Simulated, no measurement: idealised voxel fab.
process module | voxel transistor to metal
cross-section cut | 185 nm wide | cells 5 nm
A cross-section is a grid of square cells, given in bands from the top down. A band is one or more rows of cells.
Each band's line starts with the height of the band's top and of its bottom, in nm. Then come its materials from left to right, each with its width in nm. One material with "throughout" fills the band from edge to edge. "air" is empty space.
Height 0 is the level under which the wafer as received is all one material. The lowest band goes on downwards, as in "0 down".
A width such as "30 to 40" changes by the same amount from each row of cells to the next, from the band's top row to its bottom row.
"no change" after a step means that no cell of the cross-section changed.
closed voids: empty space of 8 cells or more with no open way to the top, each as width x height at its distance from the left edge, in nm
after a step's settings: what the simulator itself notes on the step
overlay nm, on a step with a mask: how far to the right of its planned place the mask lay; to the left if negative
plan
1 op RECEIVE | material Si
2 op OXIDIZE | depth nm 5
3 op CONFORMAL_DEP | material SiN | thk nm 10
4 op DIRECTIONAL_DEP | material aC | thk nm 15
5 op PATTERN | tone cover | mask id ACTIVE | material resist | width nm 110 | thk nm 30 | overlay nm 0
6 op DIRECTIONAL_ETCH | etch materials aC | depth nm 15
7 op STRIP | etch materials resist
8 op DIRECTIONAL_ETCH | etch materials SiN | depth nm 10
9 op DIRECTIONAL_ETCH | etch materials SiO2 | depth nm 5
10 op DIRECTIONAL_ETCH | etch materials Si | depth nm 30
11 op STRIP | etch materials aC
12 op FILL_DEP | material SiO2 | thk nm 15
13 op CMP | height nm 10
14 op SELECTIVE_ETCH | etch materials SiO2 | depth nm 10
15 op STRIP | etch materials SiN
16 op SELECTIVE_ETCH | etch materials SiO2 | depth nm 5
17 op OXIDIZE | depth nm 5
18 op DIRECTIONAL_DEP | material polySi | thk nm 20
19 op DIRECTIONAL_DEP | material SiCN | thk nm 10
20 op MASKED_ETCH | tone cover | mask id GATE | width nm 30 | etch materials SiCN | depth nm 20 | overlay nm 0
21 op MASKED_ETCH | tone cover | mask id GATE | width nm 30 | etch materials polySi | depth nm 30 | overlay nm 0
22 op CONFORMAL_DEP | material SiO2 | thk nm 5
23 op DIRECTIONAL_ETCH | etch materials SiO2 | depth nm 5
24 op CONFORMAL_DEP | material SiN | thk nm 5
25 op DIRECTIONAL_ETCH | etch materials SiN | depth nm 5
26 op DIRECTIONAL_ETCH | etch materials SiO2 | depth nm 5
27 op DIRECTIONAL_ETCH | etch materials Si | depth nm 10
28 op EPI | material nSi | thk nm 15
29 op FILL_DEP | material SiO2 | thk nm 5
30 op CMP | height nm 15
31 op STRIP | etch materials polySi
32 op SELECTIVE_ETCH | etch materials SiO2 | depth nm 5
33 op CONFORMAL_DEP | material HfO2 | thk nm 5
34 op CONFORMAL_DEP | material TiN | thk nm 5
35 op FILL_DEP | material W | thk nm 10
36 op CMP | height nm 10
37 op DIRECTIONAL_DEP | material SiO2 | thk nm 10
38 op DIRECTIONAL_DEP | material aC | thk nm 10
39 op PATTERN | tone open | mask id CONTACT | material resist | width nm 15 | pitch nm 75 | thk nm 30 | overlay nm 0
40 op DIRECTIONAL_ETCH | etch materials aC | depth nm 10
41 op STRIP | etch materials resist
42 op DIRECTIONAL_ETCH | etch materials SiO2 | depth nm 25
43 op STRIP | etch materials aC
44 op CONFORMAL_DEP | material TiN | thk nm 5
45 op FILL_DEP | material Ru | thk nm 10
46 op CMP | height nm 20
47 op CONFORMAL_DEP | material SiN | thk nm 5
48 op DIRECTIONAL_DEP | material lowk | thk nm 25
49 op MASKED_ETCH | tone open | mask id METAL_1 | width nm 15 | pitch nm 75 | etch materials lowk | depth nm 25 | overlay nm 0
50 op MASKED_ETCH | tone open | mask id METAL_1 | width nm 15 | pitch nm 75 | etch materials SiN | depth nm 5 | overlay nm 0
51 op CONFORMAL_DEP | material TiN | thk nm 5
52 op FILL_DEP | material Ru | thk nm 10
53 op CMP | height nm 50
54 op EPI | material Ru | thk nm 5
55 op FILL_DEP | material SiCN | thk nm 5
56 op DIRECTIONAL_DEP | material lowk | thk nm 30
57 op PATTERN | tone open | mask id METAL_2 | material resist | width nm 15 | pitch nm 75 | thk nm 15 | overlay nm 0
58 op DIRECTIONAL_ETCH | etch materials lowk | depth nm 20
59 op STRIP | etch materials resist
60 op MASKED_ETCH | tone open | mask id METAL_2_HOLES | width nm 15 | pitch nm 75 | etch materials lowk | depth nm 10 | overlay nm 0
61 op MASKED_ETCH | tone open | mask id METAL_2_HOLES | width nm 15 | pitch nm 75 | etch materials SiCN | depth nm 5 | overlay nm 0
62 op CONFORMAL_DEP | material TiN | thk nm 5
63 op FILL_DEP | material Cu | thk nm 10
64 op CMP | height nm 90
65 op CONFORMAL_DEP | material SiN | thk nm 5
first wafer, as planned
as received, after step 1
  0 down: Si throughout
  closed voids: none
after step 2
  0 to -5: SiO2 throughout
  below -5: unchanged
after step 3
  10 to 0: SiN throughout
  below 0: unchanged
after step 4
  25 to 10: aC throughout
  below 10: unchanged
after step 5
  55 to 25: air 35 | resist 110 | air 40
  below 25: unchanged
after step 6
  40 to 25: air 35 | resist 110 | air 40
  25 to 10: air 35 | aC 110 | air 40
  below 10: unchanged
after step 7
  25 to 10: air 35 | aC 110 | air 40
  below 10: unchanged
after step 8
  25 to 10: air 35 | aC 110 | air 40
  10 to 0: air 35 | SiN 110 | air 40
  below 0: unchanged
after step 9
  25 to 10: air 35 | aC 110 | air 40
  10 to 0: air 35 | SiN 110 | air 40
  0 to -5: air 35 | SiO2 110 | air 40
  below -5: unchanged
after step 10
  25 to 10: air 35 | aC 110 | air 40
  10 to 0: air 35 | SiN 110 | air 40
  0 to -5: air 35 | SiO2 110 | air 40
  -5 to -35: air 35 | Si 110 | air 40
  below -35: unchanged
after step 11
  10 to 0: air 35 | SiN 110 | air 40
  below 0: unchanged
after step 12
  25 to 10: SiO2 throughout
  10 to 0: SiO2 35 | SiN 110 | SiO2 40
  0 to -5: SiO2 throughout
  -5 to -35: SiO2 35 | Si 110 | SiO2 40
  below -35: unchanged
after step 13
  10 to 0: SiO2 35 | SiN 110 | SiO2 40
  below 0: unchanged
after step 14
  10 to 0: air 35 | SiN 110 | air 40
  below 0: unchanged
after step 15
  0 to -5: SiO2 throughout
  below -5: unchanged
after step 16
  -5 to -35: SiO2 35 | Si 110 | SiO2 40
  below -35: unchanged
after step 17
  -5 to -10: SiO2 throughout
  below -10: unchanged
after step 18
  15 to -5: polySi throughout
  below -5: unchanged
after step 19
  25 to 15: SiCN throughout
  below 15: unchanged
after step 20
  25 to 15: air 75 | SiCN 30 | air 80
  below 15: unchanged
after step 21
  25 to 15: air 75 | SiCN 30 | air 80
  15 to -5: air 75 | polySi 30 | air 80
  below -5: unchanged
after step 22
  30 to 25: air 70 | SiO2 40 | air 75
  25 to 15: air 70 | SiO2 5 | SiCN 30 | SiO2 5 | air 75
  15 to 0: air 70 | SiO2 5 | polySi 30 | SiO2 5 | air 75
  0 to -5: SiO2 75 | polySi 30 | SiO2 80
  below -5: unchanged
after step 23
  25 to 15: air 70 | SiO2 5 | SiCN 30 | SiO2 5 | air 75
  15 to -5: air 70 | SiO2 5 | polySi 30 | SiO2 5 | air 75
  below -5: unchanged
after step 24
  30 to 25: air 65 | SiN 50 | air 70
  25 to 15: air 65 | SiN 5 | SiO2 5 | SiCN 30 | SiO2 5 | SiN 5 | air 70
  15 to 0: air 65 | SiN 5 | SiO2 5 | polySi 30 | SiO2 5 | SiN 5 | air 70
  0 to -5: SiN 70 | SiO2 5 | polySi 30 | SiO2 5 | SiN 75
  below -5: unchanged
after step 25
  25 to 15: air 65 | SiN 5 | SiO2 5 | SiCN 30 | SiO2 5 | SiN 5 | air 70
  15 to -5: air 65 | SiN 5 | SiO2 5 | polySi 30 | SiO2 5 | SiN 5 | air 70
  below -5: unchanged
after step 26
  25 to 20: air 65 | SiN 5 | air 5 | SiCN 30 | air 5 | SiN 5 | air 70
  20 to 15: air 65 | SiN 5 | SiO2 5 | SiCN 30 | SiO2 5 | SiN 5 | air 70
  15 to -5: air 65 | SiN 5 | SiO2 5 | polySi 30 | SiO2 5 | SiN 5 | air 70
  -5 to -10: air 65 | SiO2 50 | air 70
  below -10: unchanged
after step 27
  25 to 20: air 65 | SiN 5 | air 5 | SiCN 30 | air 5 | SiN 5 | air 70
  20 to 15: air 65 | SiN 5 | SiO2 5 | SiCN 30 | SiO2 5 | SiN 5 | air 70
  15 to -5: air 65 | SiN 5 | SiO2 5 | polySi 30 | SiO2 5 | SiN 5 | air 70
  -5 to -10: air 65 | SiO2 50 | air 70
  -10 to -20: SiO2 35 | air 30 | Si 50 | air 30 | SiO2 40
  below -20: unchanged
after step 28
  25 to 20: air 65 | SiN 5 | air 5 | SiCN 30 | air 5 | SiN 5 | air 70
  20 to 15: air 65 | SiN 5 | SiO2 5 | SiCN 30 | SiO2 5 | SiN 5 | air 70
  15 to 5: air 65 | SiN 5 | SiO2 5 | polySi 30 | SiO2 5 | SiN 5 | air 70
  5 to -5: air 50 | nSi 15 | SiN 5 | SiO2 5 | polySi 30 | SiO2 5 | SiN 5 | nSi 15 | air 55
  -5 to -10: air 30 | nSi 35 | SiO2 50 | nSi 35 | air 35
  -10 to -20: SiO2 35 | nSi 30 | Si 50 | nSi 30 | SiO2 40
  below -20: unchanged
after step 29
  30 to 25: SiO2 throughout
  25 to 15: SiO2 65 | SiN 5 | SiO2 5 | SiCN 30 | SiO2 5 | SiN 5 | SiO2 70
  15 to 5: SiO2 65 | SiN 5 | SiO2 5 | polySi 30 | SiO2 5 | SiN 5 | SiO2 70
  5 to -5: SiO2 50 | nSi 15 | SiN 5 | SiO2 5 | polySi 30 | SiO2 5 | SiN 5 | nSi 15 | SiO2 55
  -5 to -10: SiO2 30 | nSi 35 | SiO2 50 | nSi 35 | SiO2 35
  below -10: unchanged
after step 30
  15 to 5: SiO2 65 | SiN 5 | SiO2 5 | polySi 30 | SiO2 5 | SiN 5 | SiO2 70
  below 5: unchanged
after step 31
  15 to 5: SiO2 65 | SiN 5 | SiO2 5 | air 30 | SiO2 5 | SiN 5 | SiO2 70
  5 to -5: SiO2 50 | nSi 15 | SiN 5 | SiO2 5 | air 30 | SiO2 5 | SiN 5 | nSi 15 | SiO2 55
  below -5: unchanged
after step 32
  15 to 10: air 65 | SiN 5 | air 40 | SiN 5 | air 70
  10 to 5: SiO2 65 | SiN 5 | air 40 | SiN 5 | SiO2 70
  5 to -5: SiO2 50 | nSi 15 | SiN 5 | air 40 | SiN 5 | nSi 15 | SiO2 55
  -5 to -10: SiO2 30 | nSi 35 | SiO2 5 | air 40 | SiO2 5 | nSi 35 | SiO2 35
  below -10: unchanged
after step 33
  20 to 15: air 60 | HfO2 15 | air 30 | HfO2 15 | air 65
  15 to 10: HfO2 65 | SiN 5 | HfO2 5 | air 30 | HfO2 5 | SiN 5 | HfO2 70
  10 to 5: SiO2 65 | SiN 5 | HfO2 5 | air 30 | HfO2 5 | SiN 5 | SiO2 70
  5 to -5: SiO2 50 | nSi 15 | SiN 5 | HfO2 5 | air 30 | HfO2 5 | SiN 5 | nSi 15 | SiO2 55
  -5 to -10: SiO2 30 | nSi 35 | SiO2 5 | HfO2 40 | SiO2 5 | nSi 35 | SiO2 35
  below -10: unchanged
after step 34
  25 to 20: air 55 | TiN 25 | air 20 | TiN 25 | air 60
  20 to 15: TiN 60 | HfO2 15 | TiN 5 | air 20 | TiN 5 | HfO2 15 | TiN 65
  15 to 10: HfO2 65 | SiN 5 | HfO2 5 | TiN 5 | air 20 | TiN 5 | HfO2 5 | SiN 5 | HfO2 70
  10 to 5: SiO2 65 | SiN 5 | HfO2 5 | TiN 5 | air 20 | TiN 5 | HfO2 5 | SiN 5 | SiO2 70
  5 to 0: SiO2 50 | nSi 15 | SiN 5 | HfO2 5 | TiN 5 | air 20 | TiN 5 | HfO2 5 | SiN 5 | nSi 15 | SiO2 55
  0 to -5: SiO2 50 | nSi 15 | SiN 5 | HfO2 5 | TiN 30 | HfO2 5 | SiN 5 | nSi 15 | SiO2 55
  below -5: unchanged
after step 35
  35 to 25: W throughout
  25 to 20: W 55 | TiN 25 | W 20 | TiN 25 | W 60
  20 to 15: TiN 60 | HfO2 15 | TiN 5 | W 20 | TiN 5 | HfO2 15 | TiN 65
  15 to 10: HfO2 65 | SiN 5 | HfO2 5 | TiN 5 | W 20 | TiN 5 | HfO2 5 | SiN 5 | HfO2 70
  10 to 5: SiO2 65 | SiN 5 | HfO2 5 | TiN 5 | W 20 | TiN 5 | HfO2 5 | SiN 5 | SiO2 70
  5 to 0: SiO2 50 | nSi 15 | SiN 5 | HfO2 5 | TiN 5 | W 20 | TiN 5 | HfO2 5 | SiN 5 | nSi 15 | SiO2 55
  below 0: unchanged
after step 36
  10 to 5: SiO2 65 | SiN 5 | HfO2 5 | TiN 5 | W 20 | TiN 5 | HfO2 5 | SiN 5 | SiO2 70
  below 5: unchanged
after step 37
  20 to 10: SiO2 throughout
  below 10: unchanged
after step 38
  30 to 20: aC throughout
  below 20: unchanged
after step 39
  60 to 30: resist 45 | air 15 | resist 60 | air 15 | resist 50
  below 30: unchanged
after step 40
  50 to 30: resist 45 | air 15 | resist 60 | air 15 | resist 50
  30 to 20: aC 45 | air 15 | aC 60 | air 15 | aC 50
  below 20: unchanged
after step 41
  30 to 20: aC 45 | air 15 | aC 60 | air 15 | aC 50
  below 20: unchanged
after step 42
  30 to 20: aC 45 | air 15 | aC 60 | air 15 | aC 50
  20 to 10: SiO2 45 | air 15 | SiO2 60 | air 15 | SiO2 50
  10 to 5: SiO2 45 | air 15 | SiO2 5 | SiN 5 | HfO2 5 | TiN 5 | W 20 | TiN 5 | HfO2 5 | SiN 5 | SiO2 5 | air 15 | SiO2 50
  5 to 0: SiO2 45 | air 5 | nSi 15 | SiN 5 | HfO2 5 | TiN 5 | W 20 | TiN 5 | HfO2 5 | SiN 5 | nSi 15 | air 5 | SiO2 50
  0 to -5: SiO2 45 | air 5 | nSi 15 | SiN 5 | HfO2 5 | TiN 30 | HfO2 5 | SiN 5 | nSi 15 | air 5 | SiO2 50
  below -5: unchanged
after step 43
  20 to 10: SiO2 45 | air 15 | SiO2 60 | air 15 | SiO2 50
  below 10: unchanged
after step 44
  25 to 20: TiN 50 | air 5 | TiN 70 | air 5 | TiN 55
  20 to 10: SiO2 45 | TiN 5 | air 5 | TiN 5 | SiO2 60 | TiN 5 | air 5 | TiN 5 | SiO2 50
  10 to 5: SiO2 45 | TiN 15 | SiO2 5 | SiN 5 | HfO2 5 | TiN 5 | W 20 | TiN 5 | HfO2 5 | SiN 5 | SiO2 5 | TiN 15 | SiO2 50
  5 to 0: SiO2 45 | TiN 5 | nSi 15 | SiN 5 | HfO2 5 | TiN 5 | W 20 | TiN 5 | HfO2 5 | SiN 5 | nSi 15 | TiN 5 | SiO2 50
  0 to -5: SiO2 45 | TiN 5 | nSi 15 | SiN 5 | HfO2 5 | TiN 30 | HfO2 5 | SiN 5 | nSi 15 | TiN 5 | SiO2 50
  below -5: unchanged
after step 45
  35 to 25: Ru throughout
  25 to 20: TiN 50 | Ru 5 | TiN 70 | Ru 5 | TiN 55
  20 to 10: SiO2 45 | TiN 5 | Ru 5 | TiN 5 | SiO2 60 | TiN 5 | Ru 5 | TiN 5 | SiO2 50
  below 10: unchanged
after step 46
  20 to 10: SiO2 45 | TiN 5 | Ru 5 | TiN 5 | SiO2 60 | TiN 5 | Ru 5 | TiN 5 | SiO2 50
  below 10: unchanged
after step 47
  25 to 20: SiN throughout
  below 20: unchanged
after step 48
  50 to 25: lowk throughout
  below 25: unchanged
after step 49
  50 to 25: lowk 45 | air 15 | lowk 60 | air 15 | lowk 50
  below 25: unchanged
after step 50
  50 to 25: lowk 45 | air 15 | lowk 60 | air 15 | lowk 50
  25 to 20: SiN 45 | air 15 | SiN 60 | air 15 | SiN 50
  below 20: unchanged
after step 51
  55 to 50: TiN 50 | air 5 | TiN 70 | air 5 | TiN 55
  50 to 25: lowk 45 | TiN 5 | air 5 | TiN 5 | lowk 60 | TiN 5 | air 5 | TiN 5 | lowk 50
  25 to 20: SiN 45 | TiN 15 | SiN 60 | TiN 15 | SiN 50
  below 20: unchanged
after step 52
  65 to 55: Ru throughout
  55 to 50: TiN 50 | Ru 5 | TiN 70 | Ru 5 | TiN 55
  50 to 25: lowk 45 | TiN 5 | Ru 5 | TiN 5 | lowk 60 | TiN 5 | Ru 5 | TiN 5 | lowk 50
  below 25: unchanged
after step 53
  50 to 25: lowk 45 | TiN 5 | Ru 5 | TiN 5 | lowk 60 | TiN 5 | Ru 5 | TiN 5 | lowk 50
  below 25: unchanged
after step 54
  55 to 50: air 40 | Ru 25 | air 50 | Ru 25 | air 45
  below 50: unchanged
after step 55
  60 to 55: SiCN throughout
  55 to 50: SiCN 40 | Ru 25 | SiCN 50 | Ru 25 | SiCN 45
  below 50: unchanged
after step 56
  90 to 60: lowk throughout
  below 60: unchanged
after step 57
  105 to 90: resist 45 | air 15 | resist 60 | air 15 | resist 50
  below 90: unchanged
after step 58
  105 to 90: resist 45 | air 15 | resist 60 | air 15 | resist 50
  90 to 70: lowk 45 | air 15 | lowk 60 | air 15 | lowk 50
  below 70: unchanged
after step 59
  90 to 70: lowk 45 | air 15 | lowk 60 | air 15 | lowk 50
  below 70: unchanged
after step 60
  90 to 60: lowk 45 | air 15 | lowk 60 | air 15 | lowk 50
  below 60: unchanged
after step 61
  90 to 60: lowk 45 | air 15 | lowk 60 | air 15 | lowk 50
  60 to 55: SiCN 45 | air 15 | SiCN 60 | air 15 | SiCN 50
  below 55: unchanged
after step 62
  95 to 90: TiN 50 | air 5 | TiN 70 | air 5 | TiN 55
  90 to 60: lowk 45 | TiN 5 | air 5 | TiN 5 | lowk 60 | TiN 5 | air 5 | TiN 5 | lowk 50
  60 to 55: SiCN 45 | TiN 15 | SiCN 60 | TiN 15 | SiCN 50
  below 55: unchanged
after step 63
  105 to 95: Cu throughout
  95 to 90: TiN 50 | Cu 5 | TiN 70 | Cu 5 | TiN 55
  90 to 60: lowk 45 | TiN 5 | Cu 5 | TiN 5 | lowk 60 | TiN 5 | Cu 5 | TiN 5 | lowk 50
  below 60: unchanged
after step 64
  90 to 60: lowk 45 | TiN 5 | Cu 5 | TiN 5 | lowk 60 | TiN 5 | Cu 5 | TiN 5 | lowk 50
  below 60: unchanged
after step 65
  95 to 90: SiN throughout
  below 90: unchanged
second wafer: like start, like plan, one mistake. Through step 64 it matches the first wafer
when step 65 should have ended
  105 to 90: SiN throughout
  below 90: unchanged
what went wrong: step 65 ran as: op CONFORMAL_DEP | material SiN | thk nm 15
at the end the second wafer has, in cells: 74 more of SiN
